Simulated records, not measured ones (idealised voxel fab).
The process module that follows is named voxel capacitor over wiring.
The figure presents cross-section cut, which has a width of 165 nm and is divided into square cells with an edge length of 5 nm.
Reading order for cross-sections: top band down to bottom band. Underlying form: a grid of square cells. Band size: one or more rows of cells. This entry defines a band. It first specifies the height of the band's top and the height of its bottom in nm, and then specifies the band's materials from left to right, stating each material with its width in nm. The word "all across" identifies a single material that fills the band from edge to edge, while the word "blank" identifies empty space. For the purposes of this specification, 0 denotes the height below which the wafer in its as-received condition is composed wholly of one material, and the lowermost band, lacking a lower limit, extends downward without end, as expressed in "0 -> down". Width spec "30->40" -> top row of cells at first value, bottom row at second value, equal per-row change in between. Step marked "no change"? Then no cell in the cross-section changed in it. Entry "Fully enclosed voids". Content: empty spaces with no open connection to the top, size 8 cells or greater. Each: width x height at distance. Distance: from left edge. Unit: nm. after a step's settings: what the simulator itself notes on the step. The setting "overlay nm" may be written on the line of a step. When the step uses a mask, the value reports how far to the right of the planned place the mask lay, and a negative value reports that it lay to the left.
[Steps in the process plan]
| 1 | RECEIVE,material Si |
| 2 | CONFORMAL_DEP,material SiO2,thk nm 15 |
| 3 | CONFORMAL_DEP,material SiCN,thk nm 5 |
| 4 | DIRECTIONAL_DEP,material SiO2,thk nm 25 |
| 5 | PATTERN,tone open,mask id METAL_1,material resist,width nm 30,pitch nm 95,thk nm 15,overlay nm 0 |
| 6 | DIRECTIONAL_ETCH,etch materials SiO2,depth nm 25 |
| 7 | DIRECTIONAL_ETCH,etch materials SiCN,depth nm 5 |
| 8 | STRIP,etch materials resist |
| 9 | CONFORMAL_DEP,material TiN,thk nm 5 |
| 10 | FILL_DEP,material Ru,thk nm 5 |
| 11 | CMP,height nm 45 |
| 12 | EPI,material Ru,thk nm 5 |
| 13 | FILL_DEP,material SiCN,thk nm 5 |
| 14 | DIRECTIONAL_DEP,material SiO2,thk nm 20 |
| 15 | DIRECTIONAL_DEP,material aC,thk nm 10 |
| 16 | PATTERN,tone open,mask id PLUG_1,material resist,width nm 15,thk nm 25,overlay nm 0 |
| 17 | DIRECTIONAL_ETCH,etch materials aC,depth nm 10 |
| 18 | STRIP,etch materials resist |
| 19 | DIRECTIONAL_ETCH,etch materials SiO2,depth nm 20 |
| 20 | DIRECTIONAL_ETCH,etch materials SiCN,depth nm 5 |
| 21 | STRIP,etch materials aC |
| 22 | CONFORMAL_DEP,material TiN,thk nm 5 |
| 23 | FILL_DEP,material W,thk nm 5 |
| 24 | CMP,height nm 75 |
| 25 | DIRECTIONAL_DEP,material TiN,thk nm 5 |
| 26 | DIRECTIONAL_DEP,material SiN,thk nm 5 |
| 27 | DIRECTIONAL_DEP,material TiN,thk nm 10 |
| 28 | MASKED_ETCH,tone cover,mask id UPPER_PLATE,width nm 70,etch materials TiN,depth nm 10,overlay nm 0 |
| 29 | MASKED_ETCH,tone cover,mask id UPPER_PLATE,width nm 70,etch materials SiN,depth nm 5,overlay nm 0 |
| 30 | PATTERN,tone cover,mask id LOWER_PLATE,material resist,width nm 70,thk nm 15,overlay nm 0 |
| 31 | DIRECTIONAL_ETCH,etch materials TiN,depth nm 5 |
| 32 | STRIP,etch materials resist |
| 33 | FILL_DEP,material SiO2,thk nm 15 |
| 34 | CMP,height nm 105 |
| 35 | PATTERN,tone open,mask id PLUG_2,material resist,width nm 15,thk nm 20,overlay nm 0 |
| 36 | DIRECTIONAL_ETCH,etch materials SiO2,depth nm 10 |
| 37 | STRIP,etch materials resist |
| 38 | CONFORMAL_DEP,material TiN,thk nm 5 |
| 39 | FILL_DEP,material Cu,thk nm 5 |
| 40 | CMP,height nm 105 |
| 41 | CONFORMAL_DEP,material SiCN,thk nm 5 |
Quick note for whoever runs this: the wafers start identical, but the width nm at step 30 isn't the same across them. The plan just shows what the first wafer had.
[Cross-section, first of several wafers, as delivered after step 1]
  0 -> down  Si all across
  Fully enclosed voids: none
[Where each wafer stands at the end of the module, a row apiece: cells of each material gained (+) or lost (-) since it was received, then closed voids]
width nm 70; +1 Cu; +56 Ru; +101 SiCN; +14 SiN; +460 SiO2; +90 TiN; +4 W; Fully enclosed voids: none
width nm 75; +1 Cu; +56 Ru; +101 SiCN; +14 SiN; +459 SiO2; +91 TiN; +4 W; Fully enclosed voids: none
width nm 80; +1 Cu; +56 Ru; +101 SiCN; +14 SiN; +458 SiO2; +92 TiN; +4 W; Fully enclosed voids: none
width nm 85; +1 Cu; +56 Ru; +101 SiCN; +14 SiN; +457 SiO2; +93 TiN; +4 W; Fully enclosed voids: none
width nm 90; +1 Cu; +56 Ru; +101 SiCN; +14 SiN; +456 SiO2; +94 TiN; +4 W; Fully enclosed voids: none
width nm 95; +1 Cu; +56 Ru; +101 SiCN; +14 SiN; +455 SiO2; +95 TiN; +4 W; Fully enclosed voids: none
